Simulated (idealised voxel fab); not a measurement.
process module | voxel transistor to metal
cross-section cut | 155 nm wide | cells 5 nm
A cross-section is a grid of square cells, given in bands from the top down. A band is one or more rows of cells.
Each band's line starts with the height of the band's top and of its bottom, in nm. Then come its materials from left to right, each with its width in nm. One material with "throughout" fills the band from edge to edge. "air" is empty space.
Height 0 is the level under which the wafer as received is all one material. The lowest band goes on downwards, as in "0 down".
A width such as "30 to 40" changes by the same amount from each row of cells to the next, from the band's top row to its bottom row.
"no change" after a step means that no cell of the cross-section changed.
closed voids: empty space of 8 cells or more with no open way to the top, each as width x height at its distance from the left edge, in nm
after a step's settings: what the simulator itself notes on the step
overlay nm, on a step with a mask: how far to the right of its planned place the mask lay; to the left if negative
plan
1 op RECEIVE | material Si
2 op OXIDIZE | depth nm 5
3 op CONFORMAL_DEP | material SiN | thk nm 10
4 op PATTERN | tone cover | mask id ACTIVE | material resist | width nm 100 | thk nm 20 | overlay nm 0
5 op DIRECTIONAL_ETCH | etch materials SiN | depth nm 10
6 op DIRECTIONAL_ETCH | etch materials SiO2 | depth nm 5
7 op DIRECTIONAL_ETCH | etch materials Si | depth nm 20
8 op STRIP | etch materials resist
9 op OXIDIZE | depth nm 5
10 op FILL_DEP | material SiO2 | thk nm 5
11 op CMP | height nm 10
12 op SELECTIVE_ETCH | etch materials SiO2 | depth nm 10
13 op STRIP | etch materials SiN
14 op SELECTIVE_ETCH | etch materials SiO2 | depth nm 5
15 op OXIDIZE | depth nm 5
16 op DIRECTIONAL_DEP | material polySi | thk nm 20
17 op DIRECTIONAL_DEP | material SiCN | thk nm 10
18 op PATTERN | tone cover | mask id GATE | material resist | width nm 20 | thk nm 20 | overlay nm 0
19 op DIRECTIONAL_ETCH | etch materials SiCN | depth nm 20
20 op DIRECTIONAL_ETCH | etch materials polySi | depth nm 30
21 op STRIP | etch materials resist
22 op CONFORMAL_DEP | material SiN | thk nm 5
23 op DIRECTIONAL_ETCH | etch materials SiN | depth nm 5
24 op DIRECTIONAL_ETCH | etch materials SiO2 | depth nm 5
25 op DIRECTIONAL_ETCH | etch materials Si | depth nm 5
26 op EPI | material pSi | thk nm 5
27 op FILL_DEP | material SiO2 | thk nm 10
28 op CMP | height nm 25
29 op DIRECTIONAL_DEP | material SiO2 | thk nm 15
30 op PATTERN | tone open | mask id CONTACT | material resist | width nm 30 | pitch nm 60 | thk nm 15 | overlay nm 0
31 op DIRECTIONAL_ETCH | etch materials SiO2 | depth nm 50
32 op STRIP | etch materials resist
33 op CONFORMAL_DEP | material TiN | thk nm 5
34 op FILL_DEP | material Ru | thk nm 10
35 op CMP | height nm 40
36 op CONFORMAL_DEP | material SiCN | thk nm 5
37 op DIRECTIONAL_DEP | material SiO2 | thk nm 20
38 op DIRECTIONAL_DEP | material aC | thk nm 10
39 op PATTERN | tone open | mask id METAL_1 | material resist | width nm 20 | pitch nm 70 | thk nm 25 | overlay nm 0
40 op DIRECTIONAL_ETCH | etch materials aC | depth nm 10
41 op STRIP | etch materials resist
42 op DIRECTIONAL_ETCH | etch materials SiO2 | depth nm 20
43 op DIRECTIONAL_ETCH | etch materials SiCN | depth nm 5
44 op STRIP | etch materials aC
45 op CONFORMAL_DEP | material TiN | thk nm 5
46 op FILL_DEP | material Ru | thk nm 10
47 op CMP | height nm 65
48 op EPI | material Ru | thk nm 5
49 op FILL_DEP | material SiCN | thk nm 5
50 op DIRECTIONAL_DEP | material lowk | thk nm 30
51 op MASKED_ETCH | tone open | mask id METAL_2 | width nm 20 | pitch nm 70 | etch materials lowk | depth nm 15 | overlay nm 0
52 op MASKED_ETCH | tone open | mask id METAL_2_HOLES | width nm 15 | pitch nm 70 | etch materials lowk | depth nm 15 | overlay nm 0
53 op MASKED_ETCH | tone open | mask id METAL_2_HOLES | width nm 15 | pitch nm 70 | etch materials SiCN | depth nm 5 | overlay nm 0
54 op CONFORMAL_DEP | material TiN | thk nm 5
55 op FILL_DEP | material Ru | thk nm 10
56 op CMP | height nm 105
57 op CONFORMAL_DEP | material SiN | thk nm 5
as received, after step 1
  0 down: Si throughout
  closed voids: none
first wafer at the end, as planned
  110 to 105: SiN throughout
  105 to 95: lowk 30 | TiN 5 | Ru 10 | TiN 5 | lowk 50 | TiN 5 | Ru 10 | TiN 5 | lowk 35
  95 to 90: lowk 30 | TiN 5 | Ru 5 | TiN 10 | lowk 50 | TiN 5 | Ru 5 | TiN 10 | lowk 35
  90 to 75: lowk 30 | TiN 5 | Ru 5 | TiN 5 | lowk 55 | TiN 5 | Ru 5 | TiN 5 | lowk 40
  75 to 70: SiCN 30 | TiN 15 | SiCN 55 | TiN 15 | SiCN 40
  70 to 65: SiCN 25 | Ru 30 | SiCN 40 | Ru 30 | SiCN 30
  65 to 45: SiO2 30 | TiN 5 | Ru 10 | TiN 5 | SiO2 50 | TiN 5 | Ru 10 | TiN 5 | SiO2 35
  45 to 40: SiCN 30 | TiN 20 | SiCN 50 | TiN 20 | SiCN 35
  40 to 25: SiO2 30 | TiN 5 | Ru 20 | TiN 5 | SiO2 30 | TiN 5 | Ru 20 | TiN 5 | SiO2 35
  25 to 15: SiO2 30 | TiN 5 | Ru 20 | TiN 5 | SiN 5 | SiCN 20 | SiN 5 | TiN 5 | Ru 20 | TiN 5 | SiO2 35
  15 to 0: SiO2 30 | TiN 5 | Ru 20 | TiN 5 | SiN 5 | polySi 20 | SiN 5 | TiN 5 | Ru 20 | TiN 5 | SiO2 35
  0 to -5: SiO2 30 | TiN 5 | Ru 15 | TiN 10 | SiN 5 | polySi 20 | SiN 5 | TiN 10 | Ru 15 | TiN 5 | SiO2 35
  -5 to -10: SiO2 30 | TiN 25 | pSi 5 | SiO2 30 | pSi 5 | TiN 25 | SiO2 35
  -10 to -15: SiO2 30 | pSi 30 | Si 30 | pSi 30 | SiO2 35
  -15 to -30: SiO2 30 | Si 90 | SiO2 35
  -30 down: Si throughout
  closed voids: none
second wafer at the end: like start, like plan, one mistake
  110 to 105: SiN throughout
  105 to 95: lowk 30 | TiN 5 | Ru 10 | TiN 5 | lowk 50 | TiN 5 | Ru 10 | TiN 5 | lowk 35
  95 to 90: lowk 30 | TiN 5 | Ru 5 | TiN 10 | lowk 50 | TiN 5 | Ru 5 | TiN 10 | lowk 35
  90 to 75: lowk 30 | TiN 5 | Ru 5 | TiN 5 | lowk 55 | TiN 5 | Ru 5 | TiN 5 | lowk 40
  75 to 70: SiCN 30 | TiN 15 | SiCN 55 | TiN 15 | SiCN 40
  70 to 65: SiCN 25 | Ru 30 | SiCN 40 | Ru 30 | SiCN 30
  65 to 45: SiO2 30 | TiN 5 | Ru 10 | TiN 5 | SiO2 50 | TiN 5 | Ru 10 | TiN 5 | SiO2 35
  45 to 40: SiCN 30 | TiN 20 | SiCN 50 | TiN 20 | SiCN 35
  40 to 25: SiO2 30 | TiN 5 | Ru 20 | TiN 5 | SiO2 30 | TiN 5 | Ru 20 | TiN 5 | SiO2 35
  25 to 15: SiO2 30 | TiN 5 | Ru 20 | TiN 5 | SiN 5 | SiCN 20 | SiN 5 | TiN 5 | Ru 20 | TiN 5 | SiO2 35
  15 to 0: SiO2 30 | TiN 5 | Ru 20 | TiN 5 | SiN 5 | polySi 20 | SiN 5 | TiN 5 | Ru 20 | TiN 5 | SiO2 35
  0 to -5: SiO2 30 | TiN 5 | Ru 15 | TiN 10 | SiN 5 | polySi 20 | SiN 5 | TiN 10 | Ru 15 | TiN 5 | SiO2 35
  -5 to -10: SiO2 10 | SiN 5 | SiO2 10 | SiN 5 | TiN 25 | pSi 5 | SiO2 30 | pSi 5 | TiN 25 | SiN 5 | SiO2 10 | SiN 5 | SiO2 15
  -10 to -15: SiO2 10 | SiN 5 | SiO2 10 | SiN 5 | SiO2 5 | pSi 25 | Si 30 | pSi 25 | SiO2 5 | SiN 5 | SiO2 10 | SiN 5 | SiO2 15
  -15 to -20: SiO2 35 | Si 80 | SiO2 40
  -20 to -30: SiO2 30 | Si 90 | SiO2 35
  -30 down: Si throughout
  closed voids: none
what went wrong: steps 12 and 13 were swapped
at the end the second wafer has, in cells: 2 fewer of Si | 8 more of SiN | 4 fewer of SiO2 | 2 fewer of pSi
